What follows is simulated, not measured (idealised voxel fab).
This is a process module. Its name is voxel fin reveal.
We display cut, a cross-section 290 nm in width whose square cells are each 5 nm.
In this document a cross-section is written as a grid of square cells. It is given as a series of bands, listed from the top down, and a band is one or more rows of cells.
Look at the band entry: it leads with the top's height and the bottom's height in nm. Then it lists the materials left to right, with a width in nm for each. The word "throughout" on a single material says that material fills the band edge to edge. The word "blank" is empty space.
Measure heights from 0. That's the level where, below it, the as-received wafer is all one material. The lowest band is bottomless and extends downward; write it as in "0 down".
Top row gets the first number, bottom row gets the second, and each row in between changes by the same step: that is how a band width like "30->40" works.
The cross-section has no changed cell in any step marked "remained the same".
Heads up: "Closed cavities" only lists the empty pockets with no open path to the top that are 8 cells or more, and it writes them as width x height at distance, distance from the left edge, in nm.
On each step's line, the part that comes after the settings is the simulator's own comment on the step.
overlay nm: for a step with a mask, the amount by which the mask lay right of where it was planned; a negative amount means left of it.
# Planned process steps
1 RECEIVE | material Si
2 CONFORMAL_DEP | material SiN | thk nm 10
3 DIRECTIONAL_DEP | material aC | thk nm 15
4 PATTERN | tone cover | mask id FINS | material resist | width nm 15 | pitch nm 35 | thk nm 30 | overlay nm 0
5 DIRECTIONAL_ETCH | etch materials aC | depth nm 15
6 STRIP | etch materials resist
7 DIRECTIONAL_ETCH | etch materials SiN | depth nm 10
8 DIRECTIONAL_ETCH | etch materials Si | depth nm 35
9 STRIP | etch materials aC
10 OXIDIZE | depth nm 5
11 FILL_DEP | material SiO2 | thk nm 5
12 CMP | height nm 10
13 SELECTIVE_ETCH | etch materials SiO2 | depth nm 35
14 STRIP | etch materials SiN
15 CONFORMAL_DEP | material SiO2 | thk nm 5
# Incoming wafer in cross-section (state: after step 1)
> 0 down  Si throughout
> Closed cavities: none
# First of two wafers, end-of-module section, run followed plan
> 5 to 0  85 blank / 15 SiO2 / 20 blank / 15 SiO2 / 20 blank / 15 SiO2 / 20 blank / 15 SiO2 / 85 blank
> 0 to -20  85 blank / 5 SiO2 / 5 Si / 5 SiO2 / 20 blank / 5 SiO2 / 5 Si / 5 SiO2 / 20 blank / 5 SiO2 / 5 Si / 5 SiO2 / 20 blank / 5 SiO2 / 5 Si / 5 SiO2 / 85 blank
> -20 to -40  90 SiO2 / 5 Si / 30 SiO2 / 5 Si / 30 SiO2 / 5 Si / 30 SiO2 / 5 Si / 90 SiO2
> -40 down  Si throughout
> Closed cavities: none
# This cross-section belongs to the second wafer of two at the end of the module; the start and the plan were shared with the first, and the run included one mistake
> 5 to 0  85 blank / 20 SiO2 / 15 blank / 20 SiO2 / 15 blank / 20 SiO2 / 15 blank / 20 SiO2 / 80 blank
> 0 to -20  85 blank / 5 SiO2 / 10 Si / 5 SiO2 / 15 blank / 5 SiO2 / 10 Si / 5 SiO2 / 15 blank / 5 SiO2 / 10 Si / 5 SiO2 / 15 blank / 5 SiO2 / 10 Si / 5 SiO2 / 80 blank
> -20 to -40  90 SiO2 / 10 Si / 25 SiO2 / 10 Si / 25 SiO2 / 10 Si / 25 SiO2 / 10 Si / 85 SiO2
> -40 down  Si throughout
> Closed cavities: none
It is concluded that the wafer was processed incorrectly with respect to the plan, in that rather than as planned, step 4 actually ran as PATTERN | tone cover | mask id FINS | material resist | width nm 20 | pitch nm 35 | thk nm 30 | overlay nm 0
In the final state, the cell counts of the second wafer exceed or fall short of those of the first for the following materials: Si: 32 more; SiO2: 12 fewer
